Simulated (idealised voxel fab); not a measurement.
process module | voxel wiring stack
cross-section cut | 170 nm wide | cells 5 nm
A cross-section is a grid of square cells, given in bands from the top down. A band is one or more rows of cells.
Each band's line starts with the height of the band's top and of its bottom, in nm. Then come its materials from left to right, each with its width in nm. One material with "throughout" fills the band from edge to edge. "air" is empty space.
Height 0 is the level under which the wafer as received is all one material. The lowest band goes on downwards, as in "0 down".
A width such as "30 to 40" changes by the same amount from each row of cells to the next, from the band's top row to its bottom row.
"no change" after a step means that no cell of the cross-section changed.
closed voids: empty space of 8 cells or more with no open way to the top, each as width x height at its distance from the left edge, in nm
after a step's settings: what the simulator itself notes on the step
overlay nm, on a step with a mask: how far to the right of its planned place the mask lay; to the left if negative
plan
1 op RECEIVE | material Si
2 op CONFORMAL_DEP | material SiO2 | thk nm 10
3 op DIRECTIONAL_DEP | material TiN | thk nm 5
4 op DIRECTIONAL_DEP | material W | thk nm 20
5 op PATTERN | tone cover | mask id METAL_1 | material resist | width nm 20 | pitch nm 35 | thk nm 15 | overlay nm 0
6 op DIRECTIONAL_ETCH | etch materials W | depth nm 20
7 op DIRECTIONAL_ETCH | etch materials TiN | depth nm 5
8 op STRIP | etch materials resist
9 op CONFORMAL_DEP | material SiN | thk nm 5
10 op FILL_DEP | material lowk | thk nm 10
11 op CMP | height nm 35
12 op CONFORMAL_DEP | material SiCN | thk nm 5
13 op DIRECTIONAL_DEP | material SiO2 | thk nm 10
14 op DIRECTIONAL_DEP | material aC | thk nm 10
15 op PATTERN | tone open | mask id PLUG_1 | material resist | width nm 15 | pitch nm 35 | thk nm 25 | overlay nm 0
16 op DIRECTIONAL_ETCH | etch materials aC | depth nm 10
17 op STRIP | etch materials resist
18 op DIRECTIONAL_ETCH | etch materials SiO2 | depth nm 10
19 op DIRECTIONAL_ETCH | etch materials SiCN | depth nm 5
20 op STRIP | etch materials aC
21 op CONFORMAL_DEP | material TiN | thk nm 5
22 op FILL_DEP | material Ru | thk nm 5
23 op CMP | height nm 50
24 op DIRECTIONAL_DEP | material TiN | thk nm 5
25 op DIRECTIONAL_DEP | material Ru | thk nm 15
26 op MASKED_ETCH | tone cover | mask id METAL_2 | width nm 20 | pitch nm 35 | etch materials Ru | depth nm 15 | overlay nm 0
27 op MASKED_ETCH | tone cover | mask id METAL_2 | width nm 20 | pitch nm 35 | etch materials TiN | depth nm 5 | overlay nm 0
28 op FILL_DEP | material SiO2 | thk nm 5
29 op CMP | height nm 70
30 op CONFORMAL_DEP | material SiCN | thk nm 5
31 op DIRECTIONAL_DEP | material SiO2 | thk nm 20
32 op DIRECTIONAL_DEP | material aC | thk nm 15
33 op PATTERN | tone open | mask id PLUG_2 | material resist | width nm 15 | pitch nm 35 | thk nm 35 | overlay nm 0
34 op DIRECTIONAL_ETCH | etch materials aC | depth nm 15
35 op STRIP | etch materials resist
36 op DIRECTIONAL_ETCH | etch materials SiO2 | depth nm 20
37 op DIRECTIONAL_ETCH | etch materials SiCN | depth nm 5
38 op STRIP | etch materials aC
39 op CONFORMAL_DEP | material TiN | thk nm 5
40 op FILL_DEP | material Ru | thk nm 5
41 op CMP | height nm 95
42 op DIRECTIONAL_DEP | material TiN | thk nm 5
43 op DIRECTIONAL_DEP | material W | thk nm 15
44 op MASKED_ETCH | tone cover | mask id METAL_3 | width nm 20 | pitch nm 35 | etch materials W | depth nm 15 | overlay nm 0
45 op MASKED_ETCH | tone cover | mask id METAL_3 | width nm 20 | pitch nm 35 | etch materials TiN | depth nm 5 | overlay nm 0
46 op FILL_DEP | material SiO2 | thk nm 10
47 op CMP | height nm 115
48 op CONFORMAL_DEP | material SiN | thk nm 5
first wafer, as planned
as received, after step 1
  0 down: Si throughout
  closed voids: none
after step 2
  10 to 0: SiO2 throughout
  below 0: unchanged
after step 3
  15 to 10: TiN throughout
  below 10: unchanged
after step 4
  35 to 15: W throughout
  below 15: unchanged
after step 5
  50 to 35: air 55 | resist 20 | air 15 | resist 20 | air 60
  below 35: unchanged
after step 6
  50 to 35: air 55 | resist 20 | air 15 | resist 20 | air 60
  35 to 15: air 55 | W 20 | air 15 | W 20 | air 60
  below 15: unchanged
after step 7
  50 to 35: air 55 | resist 20 | air 15 | resist 20 | air 60
  35 to 15: air 55 | W 20 | air 15 | W 20 | air 60
  15 to 10: air 55 | TiN 20 | air 15 | TiN 20 | air 60
  below 10: unchanged
after step 8
  35 to 15: air 55 | W 20 | air 15 | W 20 | air 60
  below 15: unchanged
after step 9
  40 to 35: air 50 | SiN 30 | air 5 | SiN 30 | air 55
  35 to 15: air 50 | SiN 5 | W 20 | SiN 5 | air 5 | SiN 5 | W 20 | SiN 5 | air 55
  15 to 10: SiN 55 | TiN 20 | SiN 15 | TiN 20 | SiN 60
  below 10: unchanged
after step 10
  50 to 40: lowk throughout
  40 to 35: lowk 50 | SiN 30 | lowk 5 | SiN 30 | lowk 55
  35 to 15: lowk 50 | SiN 5 | W 20 | SiN 5 | lowk 5 | SiN 5 | W 20 | SiN 5 | lowk 55
  below 15: unchanged
after step 11
  35 to 15: lowk 50 | SiN 5 | W 20 | SiN 5 | lowk 5 | SiN 5 | W 20 | SiN 5 | lowk 55
  below 15: unchanged
after step 12
  40 to 35: SiCN throughout
  below 35: unchanged
after step 13
  50 to 40: SiO2 throughout
  below 40: unchanged
after step 14
  60 to 50: aC throughout
  below 50: unchanged
after step 15
  85 to 60: resist 55 | air 15 | resist 20 | air 15 | resist 65
  below 60: unchanged
after step 16
  75 to 60: resist 55 | air 15 | resist 20 | air 15 | resist 65
  60 to 50: aC 55 | air 15 | aC 20 | air 15 | aC 65
  below 50: unchanged
after step 17
  60 to 50: aC 55 | air 15 | aC 20 | air 15 | aC 65
  below 50: unchanged
after step 18
  60 to 50: aC 55 | air 15 | aC 20 | air 15 | aC 65
  50 to 40: SiO2 55 | air 15 | SiO2 20 | air 15 | SiO2 65
  below 40: unchanged
after step 19
  60 to 50: aC 55 | air 15 | aC 20 | air 15 | aC 65
  50 to 40: SiO2 55 | air 15 | SiO2 20 | air 15 | SiO2 65
  40 to 35: SiCN 55 | air 15 | SiCN 20 | air 15 | SiCN 65
  below 35: unchanged
after step 20
  50 to 40: SiO2 55 | air 15 | SiO2 20 | air 15 | SiO2 65
  below 40: unchanged
after step 21
  55 to 50: TiN 60 | air 5 | TiN 30 | air 5 | TiN 70
  50 to 40: SiO2 55 | TiN 5 | air 5 | TiN 5 | SiO2 20 | TiN 5 | air 5 | TiN 5 | SiO2 65
  40 to 35: SiCN 55 | TiN 15 | SiCN 20 | TiN 15 | SiCN 65
  below 35: unchanged
after step 22
  60 to 55: Ru throughout
  55 to 50: TiN 60 | Ru 5 | TiN 30 | Ru 5 | TiN 70
  50 to 40: SiO2 55 | TiN 5 | Ru 5 | TiN 5 | SiO2 20 | TiN 5 | Ru 5 | TiN 5 | SiO2 65
  below 40: unchanged
after step 23
  50 to 40: SiO2 55 | TiN 5 | Ru 5 | TiN 5 | SiO2 20 | TiN 5 | Ru 5 | TiN 5 | SiO2 65
  below 40: unchanged
after step 24
  55 to 50: TiN throughout
  below 50: unchanged
after step 25
  70 to 55: Ru throughout
  below 55: unchanged
after step 26
  70 to 55: air 55 | Ru 20 | air 15 | Ru 20 | air 60
  below 55: unchanged
after step 27
  70 to 55: air 55 | Ru 20 | air 15 | Ru 20 | air 60
  55 to 50: air 55 | TiN 20 | air 15 | TiN 20 | air 60
  below 50: unchanged
after step 28
  75 to 70: SiO2 throughout
  70 to 55: SiO2 55 | Ru 20 | SiO2 15 | Ru 20 | SiO2 60
  55 to 50: SiO2 55 | TiN 20 | SiO2 15 | TiN 20 | SiO2 60
  below 50: unchanged
after step 29
  70 to 55: SiO2 55 | Ru 20 | SiO2 15 | Ru 20 | SiO2 60
  below 55: unchanged
after step 30
  75 to 70: SiCN throughout
  below 70: unchanged
after step 31
  95 to 75: SiO2 throughout
  below 75: unchanged
after step 32
  110 to 95: aC throughout
  below 95: unchanged
after step 33
  145 to 110: resist 55 | air 15 | resist 20 | air 15 | resist 65
  below 110: unchanged
after step 34
  130 to 110: resist 55 | air 15 | resist 20 | air 15 | resist 65
  110 to 95: aC 55 | air 15 | aC 20 | air 15 | aC 65
  below 95: unchanged
after step 35
  110 to 95: aC 55 | air 15 | aC 20 | air 15 | aC 65
  below 95: unchanged
after step 36
  110 to 95: aC 55 | air 15 | aC 20 | air 15 | aC 65
  95 to 75: SiO2 55 | air 15 | SiO2 20 | air 15 | SiO2 65
  below 75: unchanged
after step 37
  110 to 95: aC 55 | air 15 | aC 20 | air 15 | aC 65
  95 to 75: SiO2 55 | air 15 | SiO2 20 | air 15 | SiO2 65
  75 to 70: SiCN 55 | air 15 | SiCN 20 | air 15 | SiCN 65
  below 70: unchanged
after step 38
  95 to 75: SiO2 55 | air 15 | SiO2 20 | air 15 | SiO2 65
  below 75: unchanged
after step 39
  100 to 95: TiN 60 | air 5 | TiN 30 | air 5 | TiN 70
  95 to 75: SiO2 55 | TiN 5 | air 5 | TiN 5 | SiO2 20 | TiN 5 | air 5 | TiN 5 | SiO2 65
  75 to 70: SiCN 55 | TiN 15 | SiCN 20 | TiN 15 | SiCN 65
  below 70: unchanged
after step 40
  105 to 100: Ru throughout
  100 to 95: TiN 60 | Ru 5 | TiN 30 | Ru 5 | TiN 70
  95 to 75: SiO2 55 | TiN 5 | Ru 5 | TiN 5 | SiO2 20 | TiN 5 | Ru 5 | TiN 5 | SiO2 65
  below 75: unchanged
after step 41
  95 to 75: SiO2 55 | TiN 5 | Ru 5 | TiN 5 | SiO2 20 | TiN 5 | Ru 5 | TiN 5 | SiO2 65
  below 75: unchanged
after step 42
  100 to 95: TiN throughout
  below 95: unchanged
after step 43
  115 to 100: W throughout
  below 100: unchanged
after step 44
  115 to 100: air 55 | W 20 | air 15 | W 20 | air 60
  below 100: unchanged
after step 45
  115 to 100: air 55 | W 20 | air 15 | W 20 | air 60
  100 to 95: air 55 | TiN 20 | air 15 | TiN 20 | air 60
  below 95: unchanged
after step 46
  125 to 115: SiO2 throughout
  115 to 100: SiO2 55 | W 20 | SiO2 15 | W 20 | SiO2 60
  100 to 95: SiO2 55 | TiN 20 | SiO2 15 | TiN 20 | SiO2 60
  below 95: unchanged
after step 47
  115 to 100: SiO2 55 | W 20 | SiO2 15 | W 20 | SiO2 60
  below 100: unchanged
after step 48
  120 to 115: SiN throughout
  below 115: unchanged
second wafer: like start, like plan, one mistake. Through step 25 it matches the first wafer
when step 26 should have ended
  70 to 55: Ru 55 | air 20 | Ru 15 | air 20 | Ru 60
  below 55: unchanged
when step 27 should have ended: no change
when step 28 should have ended
  75 to 70: SiO2 throughout
  70 to 55: Ru 55 | SiO2 20 | Ru 15 | SiO2 20 | Ru 60
  below 55: unchanged
when step 29 should have ended
  70 to 55: Ru 55 | SiO2 20 | Ru 15 | SiO2 20 | Ru 60
  below 55: unchanged
when step 30 should have ended
  75 to 70: SiCN throughout
  below 70: unchanged
when step 31 should have ended
  95 to 75: SiO2 throughout
  below 75: unchanged
when step 32 should have ended
  110 to 95: aC throughout
  below 95: unchanged
when step 33 should have ended
  145 to 110: resist 55 | air 15 | resist 20 | air 15 | resist 65
  below 110: unchanged
when step 34 should have ended
  130 to 110: resist 55 | air 15 | resist 20 | air 15 | resist 65
  110 to 95: aC 55 | air 15 | aC 20 | air 15 | aC 65
  below 95: unchanged
when step 35 should have ended
  110 to 95: aC 55 | air 15 | aC 20 | air 15 | aC 65
  below 95: unchanged
when step 36 should have ended
  110 to 95: aC 55 | air 15 | aC 20 | air 15 | aC 65
  95 to 75: SiO2 55 | air 15 | SiO2 20 | air 15 | SiO2 65
  below 75: unchanged
when step 37 should have ended
  110 to 95: aC 55 | air 15 | aC 20 | air 15 | aC 65
  95 to 75: SiO2 55 | air 15 | SiO2 20 | air 15 | SiO2 65
  75 to 70: SiCN 55 | air 15 | SiCN 20 | air 15 | SiCN 65
  below 70: unchanged
when step 38 should have ended
  95 to 75: SiO2 55 | air 15 | SiO2 20 | air 15 | SiO2 65
  below 75: unchanged
when step 39 should have ended
  100 to 95: TiN 60 | air 5 | TiN 30 | air 5 | TiN 70
  95 to 75: SiO2 55 | TiN 5 | air 5 | TiN 5 | SiO2 20 | TiN 5 | air 5 | TiN 5 | SiO2 65
  75 to 70: SiCN 55 | TiN 15 | SiCN 20 | TiN 15 | SiCN 65
  below 70: unchanged
when step 40 should have ended
  105 to 100: Ru throughout
  100 to 95: TiN 60 | Ru 5 | TiN 30 | Ru 5 | TiN 70
  95 to 75: SiO2 55 | TiN 5 | Ru 5 | TiN 5 | SiO2 20 | TiN 5 | Ru 5 | TiN 5 | SiO2 65
  below 75: unchanged
when step 41 should have ended
  95 to 75: SiO2 55 | TiN 5 | Ru 5 | TiN 5 | SiO2 20 | TiN 5 | Ru 5 | TiN 5 | SiO2 65
  below 75: unchanged
when step 42 should have ended
  100 to 95: TiN throughout
  below 95: unchanged
when step 43 should have ended
  115 to 100: W throughout
  below 100: unchanged
when step 44 should have ended
  115 to 100: air 55 | W 20 | air 15 | W 20 | air 60
  below 100: unchanged
when step 45 should have ended
  115 to 100: air 55 | W 20 | air 15 | W 20 | air 60
  100 to 95: air 55 | TiN 20 | air 15 | TiN 20 | air 60
  below 95: unchanged
when step 46 should have ended
  125 to 115: SiO2 throughout
  115 to 100: SiO2 55 | W 20 | SiO2 15 | W 20 | SiO2 60
  100 to 95: SiO2 55 | TiN 20 | SiO2 15 | TiN 20 | SiO2 60
  below 95: unchanged
when step 47 should have ended
  115 to 100: SiO2 55 | W 20 | SiO2 15 | W 20 | SiO2 60
  below 100: unchanged
when step 48 should have ended
  120 to 115: SiN throughout
  below 115: unchanged
what went wrong: step 26 ran as: op MASKED_ETCH | tone open | mask id METAL_2 | width nm 20 | pitch nm 35 | etch materials Ru | depth nm 15 | overlay nm 0
at the end the second wafer has, in cells: 54 more of Ru | 80 fewer of SiO2 | 26 more of TiN
